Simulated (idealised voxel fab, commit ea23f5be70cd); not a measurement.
Name of the process module below: voxel self aligned vias
Cross-section cut spans 255 nm and uses square cells 5 nm in size.
For the purposes of this document, a cross-section shall be understood as a grid of square cells, specified as bands listed in top-to-bottom order, each band consisting of one or more rows of cells. Each band's line starts with the height of the band's top and of its bottom, in nm. Then come its materials from left to right, each with its width in nm. One material with "all across" fills the band from edge to edge. "empty" is empty space. Heads up on the height convention: 0 is the point under which the incoming wafer is all one material, and the lowest band has no bottom, it just keeps going down, like "top 0, no bottom". So if you see something like "30 to 40" for the width, read it as the top row of the band sitting at the first number and the bottom row at the second, with every row in between moving by the same amount as the last. Basically "everything unchanged" means that step didn't change any cell in the cross-section. Any empty space of 8 cells or more lacking an open way to the top shows up in "Enclosed void inventory" as width x height at distance, distance from the left edge, in nm. Step line, after settings: the simulator's comment on this step. overlay nm: mask offset rightward from planned place, masked step; negative means leftward offset.

## This section lists the process steps that were planned
1 op RECEIVE | material Si
2 op CONFORMAL_DEP | material SiO2 | thk nm 10
3 op CONFORMAL_DEP | material SiCN | thk nm 5
4 op DIRECTIONAL_DEP | material SiO2 | thk nm 25
5 op DIRECTIONAL_DEP | material aC | thk nm 15
6 op PATTERN | tone open | mask id LINES | material resist | width nm 25 | pitch nm 75 | thk nm 30 | overlay nm 0
7 op DIRECTIONAL_ETCH | etch materials aC | depth nm 15
8 op STRIP | etch materials resist
9 op DIRECTIONAL_ETCH | etch materials SiO2 | depth nm 25
10 op STRIP | etch materials aC
11 op CONFORMAL_DEP | material TiN | thk nm 5
12 op FILL_DEP | material Ru | thk nm 5
13 op CMP | height nm 40
14 op SELECTIVE_ETCH | etch materials W Ru TiN | depth nm 10
15 op FILL_DEP | material SiN | thk nm 5
16 op CMP | height nm 40
17 op DIRECTIONAL_DEP | material SiO2 | thk nm 15
18 op PATTERN | tone open | mask id VIAS | material resist | width nm 45 | pitch nm 150 | thk nm 15 | overlay nm 0
19 op DIRECTIONAL_ETCH | etch materials SiO2 | depth nm 15
20 op DIRECTIONAL_ETCH | etch materials SiN | depth nm 10
21 op STRIP | etch materials resist
22 op CONFORMAL_DEP | material TiN | thk nm 5
23 op FILL_DEP | material Cu | thk nm 10
24 op CMP | height nm 55
25 op CONFORMAL_DEP | material SiN | thk nm 5

## Step 1 complete: cross-section of the wafer as received
  top 0, no bottom: Si all across
  Enclosed void inventory: none

## Cross-section at module end, one run error; start and plan unchanged from above
  top 60, bottom 55: SiN all across
  top 55, bottom 40: 30 SiO2 | 5 TiN | 35 Cu | 5 TiN | 105 SiO2 | 5 TiN | 35 Cu | 5 TiN | 30 SiO2
  top 40, bottom 35: 30 SiN | 15 TiN | 15 Cu | 15 TiN | 105 SiN | 15 TiN | 15 Cu | 15 TiN | 30 SiN
  top 35, bottom 30: 40 SiO2 | 25 TiN | 50 SiO2 | 25 SiN | 50 SiO2 | 25 TiN | 40 SiO2
  top 30, bottom 15: 40 SiO2 | 5 TiN | 15 Ru | 5 TiN | 50 SiO2 | 5 TiN | 15 Ru | 5 TiN | 50 SiO2 | 5 TiN | 15 Ru | 5 TiN | 40 SiO2
  top 15, bottom 10: 40 SiO2 | 25 TiN | 50 SiO2 | 25 TiN | 50 SiO2 | 25 TiN | 40 SiO2
  top 10, bottom 0: SiO2 all across
  top 0, no bottom: Si all across
  Enclosed void inventory: none
Nonconformance to the process plan: heads up, step 3 of the plan was skipped and never actually ran
